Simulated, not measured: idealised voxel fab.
Module name: voxel lift off (process module)
Xsec cut, 295 nm wide, square cell size 5 nm.
If you're reading a cross-section in this doc, picture square cells in a grid; it comes to you as bands, top ones listed first down to the bottom, and a band can be one or more rows of cells. The band entry comprises the height of the band's top followed by the height of its bottom, expressed in nm, and subsequently the band's materials from left to right, each stated together with its width in nm. Where a single material is marked with the word "all across", that material fills the band from edge to edge. The word "blank" represents empty space. Height 0 is the level under which the wafer as received is all one material. The lowest band goes on downwards, as in "0 down". With a width like "30 to 40", each row of cells in the band differs from the next by the same amount, the top row carrying the first number and the bottom row the second. When a step is marked "no change", none of the cells in the cross-section changed during that step. "Sealed void list": sealed empty spaces, 8 cells or more, no open way to top, listed width x height at distance, with distance from the left edge and width, height and distance in nm. That trailing text on a step's line, after the settings, is the simulator's own remark on the step. overlay nm: mask right of planned place by this much (step with mask). Neg. = left.
### The planned process steps are enumerated hereunder
1,op RECEIVE | material Si
2,op CONFORMAL_DEP | material SiN | thk nm 5
3,op PATTERN | tone open | mask id LINES | material resist | width nm 30 | pitch nm 50 | thk nm 20 | overlay nm 0
4,op DIRECTIONAL_DEP | material Ru | thk nm 10
5,op STRIP | etch materials resist
6,op CONFORMAL_DEP | material SiN | thk nm 10
### As-received state of the wafer in cross-section, equivalent to post-step 1
- 0 down  Si all across
- Sealed void list: none
### Cross-sectional result after module completion. Note: starting condition and plan are unchanged from above; one processing mistake was made
- 25 to 15  65 SiN, 10 blank, 40 SiN, 10 blank, 40 SiN, 10 blank, 40 SiN, 10 blank, 70 SiN
- 15 to 5  55 Ru, 30 SiN, 20 Ru, 30 SiN, 20 Ru, 30 SiN, 20 Ru, 30 SiN, 60 Ru
- 5 to 0  SiN all across
- 0 down  Si all across
- Sealed void list: none
What was the processing mistake? step 3 changed vs plan, executed as op PATTERN | tone cover | mask id LINES | material resist | width nm 30 | pitch nm 50 | thk nm 20 | overlay nm 0
